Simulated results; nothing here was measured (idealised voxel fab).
Process module in this document: voxel capacitor over wiring
For reference, the cross-section in this document is cut, with width 270 nm and square cells of 5 nm.
A cross-section in this document is a grid of square cells, and it is written down as bands, the top band listed before the ones below it; a band is made up of one or more rows of cells.
A band entry consists of two parts. The first gives the height of the band's top and the height of its bottom, in nm. The rest lists the band's materials from left to right, each with its width in nm. A single material labelled with the word "everywhere" fills the band from edge to edge, and the word "empty" marks empty space.
Where do heights start? At 0: under that level the wafer as delivered is made of one material only. And the lowest band has no floor; it just carries on downward, as in "from 0 down".
Read "30 to 40" as a graded width: first number on top, second number at the bottom, same change between each pair of neighbouring rows.
"remains unaltered", as given for a step, is the statement that not any cell of the cross-section underwent a change during that step.
Empty spaces without an open route to the top, at least 8 cells in extent, make up the entry "Sealed internal cavities"; each is given as width x height at distance, where the distance is measured from the left edge, and all are in nm.
Text after the settings on a step's line: the simulator's own remark on that step.
A step line may carry the setting "overlay nm", which, for steps involving a mask, states the distance by which the mask lay to the right of its intended position; negative values denote displacement to the left.
Reading key. Pairs: pre-step and post-step cross-section, one process step apart; post-step view only to lowest changed band. Step between + settings: beneath pair. Runs: pairs may be from different runs of this module, same starting wafer. Continuation from pair above: only where "Geometry before processing" entry says.

## Geometry before processing
> from 95 to 75 | SiO2 everywhere
> from 75 to 65 | SiO2: 90, TiN: 65, SiO2: 115
> from 65 to 60 | SiO2: 90, SiN: 65, SiO2: 115
> from 60 to 55 | SiO2: 85, TiN: 75, SiO2: 110
> from 55 to 45 | SiN everywhere
> from 45 to 35 | SiO2 everywhere
> from 35 to 30 | SiCN everywhere
> from 30 to 15 | SiO2: 85, TiN: 5, Cu: 10, TiN: 5, SiO2: 60, TiN: 5, Cu: 10, TiN: 5, SiO2: 85
> from 15 to 10 | SiN: 85, TiN: 20, SiN: 60, TiN: 20, SiN: 85
> from 10 to 0 | SiO2 everywhere
> from 0 down | Si everywhere
> Sealed internal cavities: none

## Cross-Section Thereafter
> from 80 to 75 | SiO2 everywhere
> Below 75, the layers are the same as they were.
> Sealed internal cavities: none
Which operation lies between the before and after views above? CMP | height nm 80

Geometry before processing: the wafer arrives at this step looking as the after cross-section in the pair just above shows it.

## Cross-Section Thereafter
> from 100 to 80 | resist: 100, empty: 15, resist: 155
> Below 80, the layers are the same as they were.
> Sealed internal cavities: none
Which operation lies between the before and after views above? PATTERN | tone open | mask id PLUG_2 | material resist | width nm 15 | thk nm 20 | overlay nm 0

Geometry before processing: the wafer arrives at this step looking as the after cross-section in the pair just above shows it.

## Cross-Section Thereafter
> from 100 to 80 | resist: 100, empty: 15, resist: 155
> from 80 to 75 | SiO2: 100, empty: 15, SiO2: 155
> Below 75, the layers are the same as they were.
> Sealed internal cavities: none
Which operation lies between the before and after views above? DIRECTIONAL_ETCH | etch materials SiO2 | depth nm 15

Geometry before processing: the wafer arrives at this step looking as the after cross-section in the pair just above shows it.

## Cross-Section Thereafter
> from 80 to 75 | SiO2: 100, empty: 15, SiO2: 155
> Below 75, the layers are the same as they were.
> Sealed internal cavities: none
Which operation lies between the before and after views above? STRIP | etch materials resist

Geometry before processing: the wafer arrives at this step looking as the after cross-section in the pair just above shows it.

## Cross-Section Thereafter
> from 85 to 80 | TiN: 105, empty: 5, TiN: 160
> from 80 to 75 | SiO2: 100, TiN: 15, SiO2: 155
> Below 75, the layers are the same as they were.
> Sealed internal cavities: none
Which operation lies between the before and after views above? CONFORMAL_DEP | material TiN | thk nm 5

Geometry before processing: the wafer arrives at this step looking as the after cross-section in the pair just above shows it.

## Cross-Section Thereafter
> from 95 to 85 | W everywhere
> from 85 to 80 | TiN: 105, W: 5, TiN: 160
> Below 80, the layers are the same as they were.
> Sealed internal cavities: none
Which operation lies between the before and after views above? FILL_DEP | material W | thk nm 10

Geometry before processing: the wafer arrives at this step looking as the after cross-section in the pair just above shows it.

## Cross-Section Thereafter
> from 80 to 75 | SiO2: 100, TiN: 15, SiO2: 155
> Below 75, the layers are the same as they were.
> Sealed internal cavities: none
Which operation lies between the before and after views above? CMP | height nm 80

Geometry before processing: the wafer arrives at this step looking as the after cross-section in the pair just above shows it.

## Cross-Section Thereafter
> from 85 to 80 | SiCN everywhere
> Below 80, the layers are the same as they were.
> Sealed internal cavities: none
Which operation lies between the before and after views above? CONFORMAL_DEP | material SiCN | thk nm 5

## Geometry before processing
> from 55 to 45 | aC everywhere
> from 45 to 35 | SiO2 everywhere
> from 35 to 30 | SiCN everywhere
> from 30 to 15 | SiO2: 85, TiN: 5, Cu: 10, TiN: 5, SiO2: 60, TiN: 5, Cu: 10, TiN: 5, SiO2: 85
> from 15 to 10 | SiN: 85, TiN: 20, SiN: 60, TiN: 20, SiN: 85
> from 10 to 0 | SiO2 everywhere
> from 0 down | Si everywhere
> Sealed internal cavities: none

## Cross-Section Thereafter
> from 85 to 55 | empty: 90, resist: 15, empty: 165
> Below 55, the layers are the same as they were.
> Sealed internal cavities: none
Which operation lies between the before and after views above? PATTERN | tone cover | mask id PLUG_1 | material resist | width nm 15 | thk nm 30 | overlay nm 0

Geometry before processing: the wafer arrives at this step looking as the after cross-section in the pair just above shows it.

## Cross-Section Thereafter
> from 75 to 55 | empty: 90, resist: 15, empty: 165
> from 55 to 45 | empty: 90, aC: 15, empty: 165
> Below 45, the layers are the same as they were.
> Sealed internal cavities: none
Which operation lies between the before and after views above? DIRECTIONAL_ETCH | etch materials aC | depth nm 10

Geometry before processing: the wafer arrives at this step looking as the after cross-section in the pair just above shows it.

## Cross-Section Thereafter
> from 55 to 45 | empty: 90, aC: 15, empty: 165
> Below 45, the layers are the same as they were.
> Sealed internal cavities: none
Which operation lies between the before and after views above? STRIP | etch materials resist

Geometry before processing: the wafer arrives at this step looking as the after cross-section in the pair just above shows it.

## Cross-Section Thereafter
> from 55 to 45 | empty: 90, aC: 15, empty: 165
> from 45 to 35 | empty: 90, SiO2: 15, empty: 165
> Below 35, the layers are the same as they were.
> Sealed internal cavities: none
Which operation lies between the before and after views above? DIRECTIONAL_ETCH | etch materials SiO2 | depth nm 10

Geometry before processing: the wafer arrives at this step looking as the after cross-section in the pair just above shows it.

## Cross-Section Thereafter
> from 55 to 45 | empty: 90, aC: 15, empty: 165
> from 45 to 35 | empty: 90, SiO2: 15, empty: 165
> from 35 to 30 | empty: 90, SiCN: 15, empty: 165
> Below 30, the layers are the same as they were.
> Sealed internal cavities: none
Which operation lies between the before and after views above? DIRECTIONAL_ETCH | etch materials SiCN | depth nm 5

Geometry before processing: the wafer arrives at this step looking as the after cross-section in the pair just above shows it.

## Cross-Section Thereafter
> from 45 to 35 | empty: 90, SiO2: 15, empty: 165
> Below 35, the layers are the same as they were.
> Sealed internal cavities: none
Which operation lies between the before and after views above? STRIP | etch materials aC

Geometry before processing: the wafer arrives at this step looking as the after cross-section in the pair just above shows it.

## Cross-Section Thereafter
> from 45 to 40 | empty: 90, SiO2: 15, empty: 165
> from 40 to 35 | empty: 75, Ru: 15, SiO2: 15, empty: 50, Ru: 40, empty: 75
> from 35 to 30 | empty: 75, Ru: 15, SiCN: 15, empty: 50, Ru: 40, empty: 75
> Below 30, the layers are the same as they were.
> Sealed internal cavities: none
Which operation lies between the before and after views above? EPI | material Ru | thk nm 10

Geometry before processing: the wafer arrives at this step looking as the after cross-section in the pair just above shows it.

## Cross-Section Thereafter
> from 45 to 35 | empty: 70, Ru: 20, SiO2: 15, empty: 45, Ru: 50, empty: 70
> from 35 to 30 | empty: 70, Ru: 20, SiCN: 15, empty: 45, Ru: 50, empty: 70
> Below 30, the layers are the same as they were.
> Sealed internal cavities: none
Which operation lies between the before and after views above? EPI | material Ru | thk nm 5

Geometry before processing: the wafer arrives at this step looking as the after cross-section in the pair just above shows it.

## Cross-Section Thereafter
> from 50 to 45 | empty: 70, TiN: 35, empty: 45, TiN: 50, empty: 70
> from 45 to 35 | empty: 70, Ru: 20, SiO2: 15, empty: 45, Ru: 50, empty: 70
> from 35 to 30 | TiN: 70, Ru: 20, SiCN: 15, TiN: 45, Ru: 50, TiN: 70
> Below 30, the layers are the same as they were.
> Sealed internal cavities: none
Which operation lies between the before and after views above? DIRECTIONAL_DEP | material TiN | thk nm 5

Geometry before processing: the wafer arrives at this step looking as the after cross-section in the pair just above shows it.

## Cross-Section Thereafter
> from 55 to 50 | empty: 70, SiN: 35, empty: 45, SiN: 50, empty: 70
> from 50 to 45 | empty: 70, TiN: 35, empty: 45, TiN: 50, empty: 70
> from 45 to 40 | empty: 70, Ru: 20, SiO2: 15, empty: 45, Ru: 50, empty: 70
> from 40 to 35 | SiN: 70, Ru: 20, SiO2: 15, SiN: 45, Ru: 50, SiN: 70
> Below 35, the layers are the same as they were.
> Sealed internal cavities: none
Which operation lies between the before and after views above? DIRECTIONAL_DEP | material SiN | thk nm 5

Geometry before processing: the wafer arrives at this step looking as the after cross-section in the pair just above shows it.

## Cross-Section Thereafter
> from 65 to 55 | empty: 70, TiN: 35, empty: 45, TiN: 50, empty: 70
> from 55 to 50 | empty: 70, SiN: 35, empty: 45, SiN: 50, empty: 70
> from 50 to 45 | TiN everywhere
> from 45 to 40 | TiN: 70, Ru: 20, SiO2: 15, TiN: 45, Ru: 50, TiN: 70
> Below 40, the layers are the same as they were.
> Sealed internal cavities: none
Which operation lies between the before and after views above? DIRECTIONAL_DEP | material TiN | thk nm 10

Geometry before processing: the wafer arrives at this step looking as the after cross-section in the pair just above shows it.

## Cross-Section Thereafter
> from 65 to 55 | empty: 90, TiN: 15, empty: 45, TiN: 5, empty: 115
> from 55 to 50 | empty: 70, SiN: 35, empty: 45, SiN: 50, empty: 70
> from 50 to 45 | empty: 70, TiN: 130, empty: 70
> from 45 to 40 | empty: 70, Ru: 20, SiO2: 15, TiN: 45, Ru: 50, empty: 70
> Below 40, the layers are the same as they were.
> Sealed internal cavities: none
Which operation lies between the before and after views above? MASKED_ETCH | tone cover | mask id UPPER_PLATE | width nm 65 | etch materials TiN | depth nm 10 | overlay nm 0

Geometry before processing: the wafer arrives at this step looking as the after cross-section in the pair just above shows it.

## Cross-Section Thereafter
> from 65 to 55 | empty: 90, TiN: 15, empty: 45, TiN: 5, empty: 115
> from 55 to 50 | empty: 90, SiN: 15, empty: 45, SiN: 5, empty: 115
> from 50 to 45 | empty: 70, TiN: 130, empty: 70
> from 45 to 40 | empty: 70, Ru: 20, SiO2: 15, TiN: 45, Ru: 50, empty: 70
> from 40 to 35 | empty: 70, Ru: 20, SiO2: 15, SiN: 45, Ru: 50, empty: 70
> Below 35, the layers are the same as they were.
> Sealed internal cavities: none
Which operation lies between the before and after views above? MASKED_ETCH | tone cover | mask id UPPER_PLATE | width nm 65 | etch materials SiN | depth nm 5 | overlay nm 0

Geometry before processing: the wafer arrives at this step looking as the after cross-section in the pair just above shows it.

## Cross-Section Thereafter
> from 65 to 55 | empty: 90, TiN: 15, empty: 45, TiN: 5, empty: 115
> from 55 to 50 | empty: 90, SiN: 15, empty: 45, SiN: 5, empty: 115
> from 50 to 45 | empty: 85, TiN: 75, empty: 110
> from 45 to 40 | empty: 70, Ru: 20, SiO2: 15, TiN: 45, Ru: 50, empty: 70
> from 40 to 35 | empty: 70, Ru: 20, SiO2: 15, SiN: 45, Ru: 50, empty: 70
> from 35 to 30 | empty: 70, Ru: 20, SiCN: 15, TiN: 45, Ru: 50, empty: 70
> Below 30, the layers are the same as they were.
> Sealed internal cavities: none
Which operation lies between the before and after views above? MASKED_ETCH | tone cover | mask id LOWER_PLATE | width nm 75 | etch materials TiN | depth nm 5 | overlay nm 0

Geometry before processing: the wafer arrives at this step looking as the after cross-section in the pair just above shows it.

## Cross-Section Thereafter
> from 85 to 65 | SiO2 everywhere
> from 65 to 55 | SiO2: 90, TiN: 15, SiO2: 45, TiN: 5, SiO2: 115
> from 55 to 50 | SiO2: 90, SiN: 15, SiO2: 45, SiN: 5, SiO2: 115
> from 50 to 45 | SiO2: 85, TiN: 75, SiO2: 110
> from 45 to 40 | SiO2: 70, Ru: 20, SiO2: 15, TiN: 45, Ru: 50, SiO2: 70
> from 40 to 35 | SiO2: 70, Ru: 20, SiO2: 15, SiN: 45, Ru: 50, SiO2: 70
> from 35 to 30 | SiO2: 70, Ru: 20, SiCN: 15, TiN: 45, Ru: 50, SiO2: 70
> Below 30, the layers are the same as they were.
> Sealed internal cavities: none
Which operation lies between the before and after views above? FILL_DEP | material SiO2 | thk nm 20

Geometry before processing: the wafer arrives at this step looking as the after cross-section in the pair just above shows it.

## Cross-Section Thereafter
> from 80 to 65 | SiO2 everywhere
> Below 65, the layers are the same as they were.
> Sealed internal cavities: none
Which operation lies between the before and after views above? CMP | height nm 80

Geometry before processing: the wafer arrives at this step looking as the after cross-section in the pair just above shows it.

## Cross-Section Thereafter
> from 100 to 80 | resist: 100, empty: 15, resist: 155
> Below 80, the layers are the same as they were.
> Sealed internal cavities: none
Which operation lies between the before and after views above? PATTERN | tone open | mask id PLUG_2 | material resist | width nm 15 | thk nm 20 | overlay nm 0

Geometry before processing: the wafer arrives at this step looking as the after cross-section in the pair just above shows it.

## Cross-Section Thereafter
> from 100 to 80 | resist: 100, empty: 15, resist: 155
> from 80 to 65 | SiO2: 100, empty: 15, SiO2: 155
> Below 65, the layers are the same as they were.
> Sealed internal cavities: none
Which operation lies between the before and after views above? DIRECTIONAL_ETCH | etch materials SiO2 | depth nm 15

Geometry before processing: the wafer arrives at this step looking as the after cross-section in the pair just above shows it.

## Cross-Section Thereafter
> from 80 to 65 | SiO2: 100, empty: 15, SiO2: 155
> Below 65, the layers are the same as they were.
> Sealed internal cavities: none
Which operation lies between the before and after views above? STRIP | etch materials resist

Geometry before processing: the wafer arrives at this step looking as the after cross-section in the pair just above shows it.

## Cross-Section Thereafter
> from 85 to 80 | TiN: 105, empty: 5, TiN: 160
> from 80 to 70 | SiO2: 100, TiN: 5, empty: 5, TiN: 5, SiO2: 155
> from 70 to 65 | SiO2: 100, TiN: 15, SiO2: 155
> Below 65, the layers are the same as they were.
> Sealed internal cavities: none
Which operation lies between the before and after views above? CONFORMAL_DEP | material TiN | thk nm 5

Geometry before processing: the wafer arrives at this step looking as the after cross-section in the pair just above shows it.

## Cross-Section Thereafter
> from 95 to 85 | W everywhere
> from 85 to 80 | TiN: 105, W: 5, TiN: 160
> from 80 to 70 | SiO2: 100, TiN: 5, W: 5, TiN: 5, SiO2: 155
> Below 70, the layers are the same as they were.
> Sealed internal cavities: none
Which operation lies between the before and after views above? FILL_DEP | material W | thk nm 10

Geometry before processing: the wafer arrives at this step looking as the after cross-section in the pair just above shows it.

## Cross-Section Thereafter
> from 80 to 70 | SiO2: 100, TiN: 5, W: 5, TiN: 5, SiO2: 155
> Below 70, the layers are the same as they were.
> Sealed internal cavities: none
Which operation lies between the before and after views above? CMP | height nm 80

Geometry before processing: the wafer arrives at this step looking as the after cross-section in the pair just above shows it.

## Cross-Section Thereafter
> from 85 to 80 | SiCN everywhere
> Below 80, the layers are the same as they were.
> Sealed internal cavities: none
Which operation lies between the before and after views above? CONFORMAL_DEP | material SiCN | thk nm 5
